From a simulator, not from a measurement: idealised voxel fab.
You're looking at the process module voxel self aligned vias.
Square cell edge 5 nm, section width 195 nm, ID cut.
Throughout this document, each cross-section is represented as a grid of square cells and is presented as a sequence of bands enumerated from the top downward, where a band comprises one or more rows of cells.
A band entry consists of two parts. The first gives the height of the band's top and the height of its bottom, in nm. The rest lists the band's materials from left to right, each with its width in nm. A single material labelled with the word "everywhere" fills the band from edge to edge, and the word "blank" marks empty space.
Ref level 0: as-received wafer is one material below here. Bottom band extends down with no lower bound ("z 0 and below").
A width such as "30..40" changes by the same amount from each row of cells to the next, from the band's top row to its bottom row.
Step note "no modification" = no cross-section cell changed.
This entry, "Closed void table", enumerates those empty regions of no fewer than 8 cells that possess no open connection to the top. Each region is reported in the form width x height at distance, the distance being taken from the left edge, with all three quantities expressed in nm.
Anything after a step's settings on that line? It's the simulator's own note about the step.
Steps that use a mask can have "overlay nm" on their line. It says how far the mask sat to the right of where it was meant to be. Negative means to the left.

**Intended process steps**
1 RECEIVE, material Si
2 CONFORMAL_DEP, material SiO2, thk nm 10
3 CONFORMAL_DEP, material SiCN, thk nm 5
4 DIRECTIONAL_DEP, material lowk, thk nm 25
5 PATTERN, tone open, mask id LINES, material resist, width nm 25, pitch nm 65, thk nm 15, overlay nm 0
6 DIRECTIONAL_ETCH, etch materials lowk, depth nm 25
7 STRIP, etch materials resist
8 CONFORMAL_DEP, material TiN, thk nm 5
9 FILL_DEP, material W, thk nm 5
10 CMP, height nm 40
11 SELECTIVE_ETCH, etch materials W Ru TiN, depth nm 5
12 FILL_DEP, material SiN, thk nm 5
13 CMP, height nm 40
14 DIRECTIONAL_DEP, material lowk, thk nm 20
15 PATTERN, tone open, mask id VIAS, material resist, width nm 35, pitch nm 65, thk nm 15, overlay nm 0
16 DIRECTIONAL_ETCH, etch materials lowk, depth nm 20
17 DIRECTIONAL_ETCH, etch materials SiN, depth nm 5
18 STRIP, etch materials resist
19 CONFORMAL_DEP, material TiN, thk nm 5
20 FILL_DEP, material Ru, thk nm 10
21 CMP, height nm 60
22 CONFORMAL_DEP, material SiCN, thk nm 5

**The first of two wafers, run as planned**

**Cross-sectional view of the wafer in its as-received condition, corresponding to the state after step 1**
- z 0 and below: Si everywhere
- Closed void table: none

**Sectional view: wafer, after step 2**
- z 10 to 0: SiO2 everywhere
- Rest of section, below 0: as before.

**Sectional view: wafer, after step 3**
- z 15 to 10: SiCN everywhere
- Rest of section, below 10: as before.

**Sectional view: wafer, after step 4**
- z 40 to 15: lowk everywhere
- Rest of section, below 15: as before.

**Sectional view: wafer, after step 5**
- z 55 to 40: 50 resist, 25 blank, 40 resist, 25 blank, 55 resist
- Rest of section, below 40: as before.

**Sectional view: wafer, after step 6**
- z 55 to 40: 50 resist, 25 blank, 40 resist, 25 blank, 55 resist
- z 40 to 15: 50 lowk, 25 blank, 40 lowk, 25 blank, 55 lowk
- Rest of section, below 15: as before.

**Sectional view: wafer, after step 7**
- z 40 to 15: 50 lowk, 25 blank, 40 lowk, 25 blank, 55 lowk
- Rest of section, below 15: as before.

**Sectional view: wafer, after step 8**
- z 45 to 40: 55 TiN, 15 blank, 50 TiN, 15 blank, 60 TiN
- z 40 to 20: 50 lowk, 5 TiN, 15 blank, 5 TiN, 40 lowk, 5 TiN, 15 blank, 5 TiN, 55 lowk
- z 20 to 15: 50 lowk, 25 TiN, 40 lowk, 25 TiN, 55 lowk
- Rest of section, below 15: as before.

**Sectional view: wafer, after step 9**
- z 50 to 45: W everywhere
- z 45 to 40: 55 TiN, 15 W, 50 TiN, 15 W, 60 TiN
- z 40 to 20: 50 lowk, 5 TiN, 15 W, 5 TiN, 40 lowk, 5 TiN, 15 W, 5 TiN, 55 lowk
- Rest of section, below 20: as before.

**Sectional view: wafer, after step 10**
- z 40 to 20: 50 lowk, 5 TiN, 15 W, 5 TiN, 40 lowk, 5 TiN, 15 W, 5 TiN, 55 lowk
- Rest of section, below 20: as before.

**Sectional view: wafer, after step 11**
- z 40 to 35: 50 lowk, 25 blank, 40 lowk, 25 blank, 55 lowk
- Rest of section, below 35: as before.

**Sectional view: wafer, after step 12**
- z 45 to 40: SiN everywhere
- z 40 to 35: 50 lowk, 25 SiN, 40 lowk, 25 SiN, 55 lowk
- Rest of section, below 35: as before.

**Sectional view: wafer, after step 13**
- z 40 to 35: 50 lowk, 25 SiN, 40 lowk, 25 SiN, 55 lowk
- Rest of section, below 35: as before.

**Sectional view: wafer, after step 14**
- z 60 to 40: lowk everywhere
- Rest of section, below 40: as before.

**Sectional view: wafer, after step 15**
- z 75 to 60: 45 resist, 35 blank, 30 resist, 35 blank, 50 resist
- Rest of section, below 60: as before.

**Sectional view: wafer, after step 16**
- z 75 to 60: 45 resist, 35 blank, 30 resist, 35 blank, 50 resist
- z 60 to 40: 45 lowk, 35 blank, 30 lowk, 35 blank, 50 lowk
- Rest of section, below 40: as before.

**Sectional view: wafer, after step 17**
- z 75 to 60: 45 resist, 35 blank, 30 resist, 35 blank, 50 resist
- z 60 to 40: 45 lowk, 35 blank, 30 lowk, 35 blank, 50 lowk
- z 40 to 35: 50 lowk, 25 blank, 40 lowk, 25 blank, 55 lowk
- Rest of section, below 35: as before.

**Sectional view: wafer, after step 18**
- z 60 to 40: 45 lowk, 35 blank, 30 lowk, 35 blank, 50 lowk
- Rest of section, below 40: as before.

**Sectional view: wafer, after step 19**
- z 65 to 60: 50 TiN, 25 blank, 40 TiN, 25 blank, 55 TiN
- z 60 to 45: 45 lowk, 5 TiN, 25 blank, 5 TiN, 30 lowk, 5 TiN, 25 blank, 5 TiN, 50 lowk
- z 45 to 40: 45 lowk, 10 TiN, 15 blank, 10 TiN, 30 lowk, 10 TiN, 15 blank, 10 TiN, 50 lowk
- z 40 to 35: 50 lowk, 25 TiN, 40 lowk, 25 TiN, 55 lowk
- Rest of section, below 35: as before.

**Sectional view: wafer, after step 20**
- z 75 to 65: Ru everywhere
- z 65 to 60: 50 TiN, 25 Ru, 40 TiN, 25 Ru, 55 TiN
- z 60 to 45: 45 lowk, 5 TiN, 25 Ru, 5 TiN, 30 lowk, 5 TiN, 25 Ru, 5 TiN, 50 lowk
- z 45 to 40: 45 lowk, 10 TiN, 15 Ru, 10 TiN, 30 lowk, 10 TiN, 15 Ru, 10 TiN, 50 lowk
- Rest of section, below 40: as before.

**Sectional view: wafer, after step 21**
- z 60 to 45: 45 lowk, 5 TiN, 25 Ru, 5 TiN, 30 lowk, 5 TiN, 25 Ru, 5 TiN, 50 lowk
- Rest of section, below 45: as before.

**Sectional view: wafer, after step 22**
- z 65 to 60: SiCN everywhere
- Rest of section, below 60: as before.

**Second wafer, same starting conditions and recipe as the first, one mistake in executing it, nothing differs from the first up to and including step 1**

**At the planned end of step 2, the second wafer in cross-section**
- z 5 to 0: SiCN everywhere
- Rest of section, below 0: as before.

**At the planned end of step 3, the second wafer in cross-section**
- z 15 to 5: SiO2 everywhere
- Rest of section, below 5: as before.

**At the planned end of step 4, the second wafer in cross-section**
- z 40 to 15: lowk everywhere
- Rest of section, below 15: as before.

**At the planned end of step 5, the second wafer in cross-section**
- z 55 to 40: 50 resist, 25 blank, 40 resist, 25 blank, 55 resist
- Rest of section, below 40: as before.

**At the planned end of step 6, the second wafer in cross-section**
- z 55 to 40: 50 resist, 25 blank, 40 resist, 25 blank, 55 resist
- z 40 to 15: 50 lowk, 25 blank, 40 lowk, 25 blank, 55 lowk
- Rest of section, below 15: as before.

**At the planned end of step 7, the second wafer in cross-section**
- z 40 to 15: 50 lowk, 25 blank, 40 lowk, 25 blank, 55 lowk
- Rest of section, below 15: as before.

**At the planned end of step 8, the second wafer in cross-section**
- z 45 to 40: 55 TiN, 15 blank, 50 TiN, 15 blank, 60 TiN
- z 40 to 20: 50 lowk, 5 TiN, 15 blank, 5 TiN, 40 lowk, 5 TiN, 15 blank, 5 TiN, 55 lowk
- z 20 to 15: 50 lowk, 25 TiN, 40 lowk, 25 TiN, 55 lowk
- Rest of section, below 15: as before.

**At the planned end of step 9, the second wafer in cross-section**
- z 50 to 45: W everywhere
- z 45 to 40: 55 TiN, 15 W, 50 TiN, 15 W, 60 TiN
- z 40 to 20: 50 lowk, 5 TiN, 15 W, 5 TiN, 40 lowk, 5 TiN, 15 W, 5 TiN, 55 lowk
- Rest of section, below 20: as before.

**At the planned end of step 10, the second wafer in cross-section**
- z 40 to 20: 50 lowk, 5 TiN, 15 W, 5 TiN, 40 lowk, 5 TiN, 15 W, 5 TiN, 55 lowk
- Rest of section, below 20: as before.

**At the planned end of step 11, the second wafer in cross-section**
- z 40 to 35: 50 lowk, 25 blank, 40 lowk, 25 blank, 55 lowk
- Rest of section, below 35: as before.

**At the planned end of step 12, the second wafer in cross-section**
- z 45 to 40: SiN everywhere
- z 40 to 35: 50 lowk, 25 SiN, 40 lowk, 25 SiN, 55 lowk
- Rest of section, below 35: as before.

**At the planned end of step 13, the second wafer in cross-section**
- z 40 to 35: 50 lowk, 25 SiN, 40 lowk, 25 SiN, 55 lowk
- Rest of section, below 35: as before.

**At the planned end of step 14, the second wafer in cross-section**
- z 60 to 40: lowk everywhere
- Rest of section, below 40: as before.

**At the planned end of step 15, the second wafer in cross-section**
- z 75 to 60: 45 resist, 35 blank, 30 resist, 35 blank, 50 resist
- Rest of section, below 60: as before.

**At the planned end of step 16, the second wafer in cross-section**
- z 75 to 60: 45 resist, 35 blank, 30 resist, 35 blank, 50 resist
- z 60 to 40: 45 lowk, 35 blank, 30 lowk, 35 blank, 50 lowk
- Rest of section, below 40: as before.

**At the planned end of step 17, the second wafer in cross-section**
- z 75 to 60: 45 resist, 35 blank, 30 resist, 35 blank, 50 resist
- z 60 to 40: 45 lowk, 35 blank, 30 lowk, 35 blank, 50 lowk
- z 40 to 35: 50 lowk, 25 blank, 40 lowk, 25 blank, 55 lowk
- Rest of section, below 35: as before.

**At the planned end of step 18, the second wafer in cross-section**
- z 60 to 40: 45 lowk, 35 blank, 30 lowk, 35 blank, 50 lowk
- Rest of section, below 40: as before.

**At the planned end of step 19, the second wafer in cross-section**
- z 65 to 60: 50 TiN, 25 blank, 40 TiN, 25 blank, 55 TiN
- z 60 to 45: 45 lowk, 5 TiN, 25 blank, 5 TiN, 30 lowk, 5 TiN, 25 blank, 5 TiN, 50 lowk
- z 45 to 40: 45 lowk, 10 TiN, 15 blank, 10 TiN, 30 lowk, 10 TiN, 15 blank, 10 TiN, 50 lowk
- z 40 to 35: 50 lowk, 25 TiN, 40 lowk, 25 TiN, 55 lowk
- Rest of section, below 35: as before.

**At the planned end of step 20, the second wafer in cross-section**
- z 75 to 65: Ru everywhere
- z 65 to 60: 50 TiN, 25 Ru, 40 TiN, 25 Ru, 55 TiN
- z 60 to 45: 45 lowk, 5 TiN, 25 Ru, 5 TiN, 30 lowk, 5 TiN, 25 Ru, 5 TiN, 50 lowk
- z 45 to 40: 45 lowk, 10 TiN, 15 Ru, 10 TiN, 30 lowk, 10 TiN, 15 Ru, 10 TiN, 50 lowk
- Rest of section, below 40: as before.

**At the planned end of step 21, the second wafer in cross-section**
- z 60 to 45: 45 lowk, 5 TiN, 25 Ru, 5 TiN, 30 lowk, 5 TiN, 25 Ru, 5 TiN, 50 lowk
- Rest of section, below 45: as before.

**At the planned end of step 22, the second wafer in cross-section**
- z 65 to 60: SiCN everywhere
- Rest of section, below 60: as before.
What broke from the plan during processing? plan vs actual: 2 and 3 interchanged
At the end, each material covers as many cells on the second wafer as it does on the first, though the cells it covers are elsewhere.
